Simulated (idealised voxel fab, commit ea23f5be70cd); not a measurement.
A process module follows: voxel wiring stack.
The width of the displayed cross-section, cut, is 175 nm; its cells are square, with a size of 5 nm.
If you're reading a cross-section in this doc, picture square cells in a grid; it comes to you as bands, top ones listed first down to the bottom, and a band can be one or more rows of cells. Per band: top height and bottom height in nm, followed by the left-to-right materials and their widths in nm; "throughout" marks a single material spanning edge to edge, "empty" marks empty space. Heights are reckoned from 0. Under this level, the received wafer is all of one material. The bottommost band is open-ended downward, for example "0 down". Note: "30 to 40" means the width goes from the first number (top row of the band) to the second number (bottom row) in equal steps per row of cells. What does "stayed the same" mean for a step? It means no cell of the cross-section changed in that step. Entry "Voids, sealed". Content: empty spaces with no open connection to the top, size 8 cells or greater. Each: width x height at distance. Distance: from left edge. Unit: nm. Step line, after settings: the simulator's comment on this step. overlay nm: how far to the right of its planned place the mask lay on this masked step (negative: to the left).
Process steps - plan
| 1 | RECEIVE (material Si) |
| 2 | CONFORMAL_DEP (material SiO2; thk nm 15) |
| 3 | DIRECTIONAL_DEP (material TiN; thk nm 5) |
| 4 | DIRECTIONAL_DEP (material Ru; thk nm 20) |
| 5 | PATTERN (tone cover; mask id METAL_1; material resist; width nm 25; pitch nm 50; thk nm 20; overlay nm 0) |
| 6 | DIRECTIONAL_ETCH (etch materials Ru; depth nm 20) |
| 7 | DIRECTIONAL_ETCH (etch materials TiN; depth nm 5) |
| 8 | STRIP (etch materials resist) |
| 9 | CONFORMAL_DEP (material SiN; thk nm 5) |
| 10 | FILL_DEP (material lowk; thk nm 10) |
| 11 | CMP (height nm 40) |
| 12 | CONFORMAL_DEP (material SiCN; thk nm 5) |
| 13 | DIRECTIONAL_DEP (material lowk; thk nm 30) |
| 14 | PATTERN (tone open; mask id METAL_2; material resist; width nm 25; pitch nm 50; thk nm 15; overlay nm 0) |
| 15 | DIRECTIONAL_ETCH (etch materials lowk; depth nm 15) |
| 16 | STRIP (etch materials resist) |
| 17 | DIRECTIONAL_DEP (material aC; thk nm 15) |
| 18 | PATTERN (tone open; mask id METAL_2_HOLES; material resist; width nm 15; pitch nm 50; thk nm 35; overlay nm 0) |
| 19 | DIRECTIONAL_ETCH (etch materials aC; depth nm 15) |
| 20 | STRIP (etch materials resist) |
| 21 | DIRECTIONAL_ETCH (etch materials lowk; depth nm 15) |
| 22 | DIRECTIONAL_ETCH (etch materials SiCN; depth nm 5) |
| 23 | STRIP (etch materials aC) |
| 24 | CONFORMAL_DEP (material TiN; thk nm 5) |
| 25 | FILL_DEP (material Cu; thk nm 5) |
| 26 | CMP (height nm 75) |
| 27 | CONFORMAL_DEP (material SiCN; thk nm 5) |
As-received state of the wafer in cross-section, equivalent to post-step 1
    0 down | Si throughout
    Voids, sealed: none
Cross-sectional image of the first of two wafers at the end of the module, the run having proceeded as planned
    80 to 75 | SiCN throughout
    75 to 65 | lowk: 25  TiN: 5  Cu: 15  TiN: 5  lowk: 25  TiN: 5  Cu: 15  TiN: 5  lowk: 25  TiN: 5  Cu: 15  TiN: 5  lowk: 25
    65 to 60 | lowk: 25  TiN: 5  Cu: 5  TiN: 15  lowk: 25  TiN: 5  Cu: 5  TiN: 15  lowk: 25  TiN: 5  Cu: 5  TiN: 15  lowk: 25
    60 to 45 | lowk: 25  TiN: 5  Cu: 5  TiN: 5  lowk: 35  TiN: 5  Cu: 5  TiN: 5  lowk: 35  TiN: 5  Cu: 5  TiN: 5  lowk: 35
    45 to 40 | SiCN: 25  TiN: 15  SiCN: 35  TiN: 15  SiCN: 35  TiN: 15  SiCN: 35
    40 to 20 | lowk: 20  SiN: 5  Ru: 25  SiN: 5  lowk: 15  SiN: 5  Ru: 25  SiN: 5  lowk: 15  SiN: 5  Ru: 25  SiN: 5  lowk: 20
    20 to 15 | SiN: 25  TiN: 25  SiN: 25  TiN: 25  SiN: 25  TiN: 25  SiN: 25
    15 to 0 | SiO2 throughout
    0 down | Si throughout
    Voids, sealed: none
Second wafer at the end: like start, like plan, one mistake
    80 to 75 | SiCN throughout
    75 to 45 | lowk throughout
    45 to 40 | SiCN throughout
    40 to 20 | lowk: 20  SiN: 5  Ru: 25  SiN: 5  lowk: 15  SiN: 5  Ru: 25  SiN: 5  lowk: 15  SiN: 5  Ru: 25  SiN: 5  lowk: 20
    20 to 15 | SiN: 25  TiN: 25  SiN: 25  TiN: 25  SiN: 25  TiN: 25  SiN: 25
    15 to 0 | SiO2 throughout
    0 down | Si throughout
    Voids, sealed: none
Where did the run depart from the plan? heads up, step 13 of the plan got done twice
Wafer comparison, final, in cells, second relative to first, materials more or fewer: 30 fewer of Cu; 9 more of SiCN; 51 fewer of TiN; 72 more of lowk
